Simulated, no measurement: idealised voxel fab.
The following process module bears the name voxel self aligned vias.
FYI the section here is cut, 185 nm wide, cells are 5 nm squares.
Reading order for cross-sections: top band down to bottom band. Underlying form: a grid of square cells. Band size: one or more rows of cells.
What a band's entry tells you: where the top is and where the bottom is, as heights in nm, and after that what lies inside, material by material from left to right, each with its width in nm. Empty space is written as the word "blank", and a single material marked with the word "full width" occupies the band from edge to edge.
Note: height 0 marks the level under which the wafer is uniformly one material as received. Lowest band unbounded below, written "0 and below".
The notation "30..40" denotes a width that varies across the rows of cells in the band, beginning at the first number in the top row, finishing at the second number in the bottom row, and changing by an identical amount from each row to the next.
Step marked "stayed the same"? Then no cell in the cross-section changed in it.
Basically, "Sealed void inventory" tells you about the enclosed voids: empty spaces with no open way to the top, 8 cells or bigger, each written width x height at distance, where distance is from the left edge, all in nm.
It should be noted that, on the line of a given step, the content following the step's settings is a remark produced by the simulator itself with respect to that step.
The optional step-line setting "overlay nm" applies to steps with a mask and quantifies how far to the right of its planned location the mask lay, a negative value indicating leftward placement.

The following list gives the planned process steps
| 1 | RECEIVE, material Si |
| 2 | CONFORMAL_DEP, material SiO2, thk nm 15 |
| 3 | CONFORMAL_DEP, material SiCN, thk nm 5 |
| 4 | DIRECTIONAL_DEP, material lowk, thk nm 30 |
| 5 | DIRECTIONAL_DEP, material aC, thk nm 10 |
| 6 | PATTERN, tone open, mask id LINES, material resist, width nm 25, pitch nm 55, thk nm 30, overlay nm 0 |
| 7 | DIRECTIONAL_ETCH, etch materials aC, depth nm 10 |
| 8 | STRIP, etch materials resist |
| 9 | DIRECTIONAL_ETCH, etch materials lowk, depth nm 30 |
| 10 | STRIP, etch materials aC |
| 11 | CONFORMAL_DEP, material TiN, thk nm 5 |
| 12 | FILL_DEP, material Ru, thk nm 5 |
| 13 | CMP, height nm 50 |
| 14 | SELECTIVE_ETCH, etch materials W Ru TiN, depth nm 5 |
| 15 | FILL_DEP, material SiN, thk nm 10 |
| 16 | CMP, height nm 50 |
| 17 | DIRECTIONAL_DEP, material lowk, thk nm 15 |
| 18 | PATTERN, tone open, mask id VIAS, material resist, width nm 35, pitch nm 55, thk nm 15, overlay nm 0 |
| 19 | DIRECTIONAL_ETCH, etch materials lowk, depth nm 15 |
| 20 | DIRECTIONAL_ETCH, etch materials SiN, depth nm 5 |
| 21 | STRIP, etch materials resist |
| 22 | CONFORMAL_DEP, material TiN, thk nm 5 |
| 23 | FILL_DEP, material W, thk nm 10 |
| 24 | CMP, height nm 65 |
| 25 | CONFORMAL_DEP, material SiCN, thk nm 5 |

Cross-section of the wafer upon arrival, representing the state reached after step 1
0 and below  Si full width
Sealed void inventory: none

Same starting wafer, same plan as above, one mistake in the execution; this is the cross-section at the end of the module
70 down to 65  SiCN full width
65 down to 55  lowk 15 nm, TiN 5 nm, W 25 nm, TiN 5 nm, lowk 20 nm, TiN 5 nm, W 25 nm, TiN 5 nm, lowk 20 nm, TiN 5 nm, W 25 nm, TiN 5 nm, lowk 25 nm
55 down to 50  lowk 15 nm, TiN 15 nm, W 15 nm, TiN 5 nm, lowk 20 nm, TiN 15 nm, W 15 nm, TiN 5 nm, lowk 20 nm, TiN 15 nm, W 15 nm, TiN 5 nm, lowk 25 nm
50 down to 45  lowk 25 nm, TiN 25 nm, lowk 30 nm, TiN 25 nm, lowk 30 nm, TiN 25 nm, lowk 25 nm
45 down to 25  lowk 25 nm, TiN 5 nm, Ru 15 nm, TiN 5 nm, lowk 30 nm, TiN 5 nm, Ru 15 nm, TiN 5 nm, lowk 30 nm, TiN 5 nm, Ru 15 nm, TiN 5 nm, lowk 25 nm
25 down to 20  lowk 25 nm, TiN 25 nm, lowk 30 nm, TiN 25 nm, lowk 30 nm, TiN 25 nm, lowk 25 nm
20 down to 15  SiCN full width
15 down to 0  SiO2 full width
0 and below  Si full width
Sealed void inventory: none
Finding, execution versus plan: planned and actual differ for step 18; actual: PATTERN, tone open, mask id VIAS, material resist, width nm 35, pitch nm 55, thk nm 15, overlay nm -5
